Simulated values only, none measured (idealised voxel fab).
process module | voxel ribs on slabs
Square cells of 5 nm make up the cross-section cut, whose width is 260 nm.
Throughout this document, each cross-section is represented as a grid of square cells and is presented as a sequence of bands enumerated from the top downward, where a band comprises one or more rows of cells. Quick guide to a band line: top height, bottom height (nm) up front; then every material left to right with its width in nm. Only one material and it's marked "full width"? Then it fills the band edge to edge. And "air" just means empty space. Where do heights start? At 0: under that level the wafer as delivered is made of one material only. And the lowest band has no floor; it just carries on downward, as in "z 0 and below". Width spec "30->40" -> top row of cells at first value, bottom row at second value, equal per-row change in between. Where the words "nothing changed" appear for a step, the cross-section shows no cell changed by that step; every cell remained as before. The entry "Enclosed void inventory" lists the empty spaces that cover at least 8 cells and have no open path to the top. Each is written as width x height at distance, where the distance is measured from the left edge and all three values are in nm. Past the settings on a step's line: simulator remark, on that step. The setting "overlay nm" may be written on the line of a step. When the step uses a mask, the value reports how far to the right of the planned place the mask lay, and a negative value reports that it lay to the left.
The steps planned for the process are as follows:
1: RECEIVE | material Si
2: DIRECTIONAL_DEP | material SiO2 | thk nm 20
3: DIRECTIONAL_DEP | material SiN | thk nm 15
4: DIRECTIONAL_DEP | material aC | thk nm 10
5: PATTERN | tone cover | mask id RIB | material resist | width nm 20 | thk nm 25 | overlay nm 0
6: DIRECTIONAL_ETCH | etch materials aC | depth nm 10
7: STRIP | etch materials resist
8: DIRECTIONAL_ETCH | etch materials SiN | depth nm 10
9: STRIP | etch materials aC
10: MASKED_ETCH | tone cover | mask id SLAB | width nm 70 | etch materials SiN | depth nm 5 | overlay nm 0
11: FILL_DEP | material SiO2 | thk nm 20
12: CMP | height nm 45
13: DIRECTIONAL_DEP | material TiN | thk nm 10
14: PATTERN | tone cover | mask id HEATER | material resist | width nm 30 | thk nm 15 | overlay nm 0
15: DIRECTIONAL_ETCH | etch materials TiN | depth nm 10
16: STRIP | etch materials resist
17: CONFORMAL_DEP | material SiO2 | thk nm 10
So, the first of our two wafers, run just as we planned it:
Cross-section, incoming material, after step 1:
z 0 and below  Si full width
Enclosed void inventory: none
Wafer section view after processing step 2:
z 20 to 0  SiO2 full width
Under 0: no change, same as before.
Wafer section view after processing step 3:
z 35 to 20  SiN full width
Under 20: no change, same as before.
Wafer section view after processing step 4:
z 45 to 35  aC full width
Under 35: no change, same as before.
Wafer section view after processing step 5:
z 70 to 45  air (120); resist (20); air (120)
Under 45: no change, same as before.
Wafer section view after processing step 6:
z 60 to 45  air (120); resist (20); air (120)
z 45 to 35  air (120); aC (20); air (120)
Under 35: no change, same as before.
Wafer section view after processing step 7:
z 45 to 35  air (120); aC (20); air (120)
Under 35: no change, same as before.
Wafer section view after processing step 8:
z 45 to 35  air (120); aC (20); air (120)
z 35 to 25  air (120); SiN (20); air (120)
Under 25: no change, same as before.
Wafer section view after processing step 9:
z 35 to 25  air (120); SiN (20); air (120)
Under 25: no change, same as before.
Wafer section view after processing step 10:
z 35 to 25  air (120); SiN (20); air (120)
z 25 to 20  air (95); SiN (70); air (95)
Under 20: no change, same as before.
Wafer section view after processing step 11:
z 55 to 35  SiO2 full width
z 35 to 25  SiO2 (120); SiN (20); SiO2 (120)
z 25 to 20  SiO2 (95); SiN (70); SiO2 (95)
Under 20: no change, same as before.
Wafer section view after processing step 12:
z 45 to 35  SiO2 full width
Under 35: no change, same as before.
Wafer section view after processing step 13:
z 55 to 45  TiN full width
Under 45: no change, same as before.
Wafer section view after processing step 14:
z 70 to 55  air (115); resist (30); air (115)
Under 55: no change, same as before.
Wafer section view after processing step 15:
z 70 to 55  air (115); resist (30); air (115)
z 55 to 45  air (115); TiN (30); air (115)
Under 45: no change, same as before.
Wafer section view after processing step 16:
z 55 to 45  air (115); TiN (30); air (115)
Under 45: no change, same as before.
Wafer section view after processing step 17:
z 65 to 55  air (105); SiO2 (50); air (105)
z 55 to 45  SiO2 (115); TiN (30); SiO2 (115)
Under 45: no change, same as before.
Second wafer, same starting state and plan as the first, one mistake in the run, identical through step 2:
At the planned end of step 3, the second wafer in cross-section:
z 25 to 20  SiN full width
Under 20: no change, same as before.
At the planned end of step 4, the second wafer in cross-section:
z 35 to 25  aC full width
Under 25: no change, same as before.
At the planned end of step 5, the second wafer in cross-section:
z 60 to 35  air (120); resist (20); air (120)
Under 35: no change, same as before.
At the planned end of step 6, the second wafer in cross-section:
z 50 to 35  air (120); resist (20); air (120)
z 35 to 25  air (120); aC (20); air (120)
Under 25: no change, same as before.
At the planned end of step 7, the second wafer in cross-section:
z 35 to 25  air (120); aC (20); air (120)
Under 25: no change, same as before.
At the planned end of step 8, the second wafer in cross-section:
z 35 to 25  air (120); aC (20); air (120)
z 25 to 20  air (120); SiN (20); air (120)
Under 20: no change, same as before.
At the planned end of step 9, the second wafer in cross-section:
z 25 to 20  air (120); SiN (20); air (120)
Under 20: no change, same as before.
At the planned end of step 10, the second wafer in cross-section: nothing changed
At the planned end of step 11, the second wafer in cross-section:
z 45 to 25  SiO2 full width
z 25 to 20  SiO2 (120); SiN (20); SiO2 (120)
Under 20: no change, same as before.
At the planned end of step 12, the second wafer in cross-section: nothing changed
At the planned end of step 13, the second wafer in cross-section:
z 55 to 45  TiN full width
Under 45: no change, same as before.
At the planned end of step 14, the second wafer in cross-section:
z 70 to 55  air (115); resist (30); air (115)
Under 55: no change, same as before.
At the planned end of step 15, the second wafer in cross-section:
z 70 to 55  air (115); resist (30); air (115)
z 55 to 45  air (115); TiN (30); air (115)
Under 45: no change, same as before.
At the planned end of step 16, the second wafer in cross-section:
z 55 to 45  air (115); TiN (30); air (115)
Under 45: no change, same as before.
At the planned end of step 17, the second wafer in cross-section:
z 65 to 55  air (105); SiO2 (50); air (105)
z 55 to 45  SiO2 (115); TiN (30); SiO2 (115)
Under 45: no change, same as before.
What went wrong in running the wafer? step 3 went in with a setting other than planned; the actual run was DIRECTIONAL_DEP | material SiN | thk nm 5
Cell-count delta at end, second wafer over first, by material: 18 fewer of SiN | 18 more of SiO2
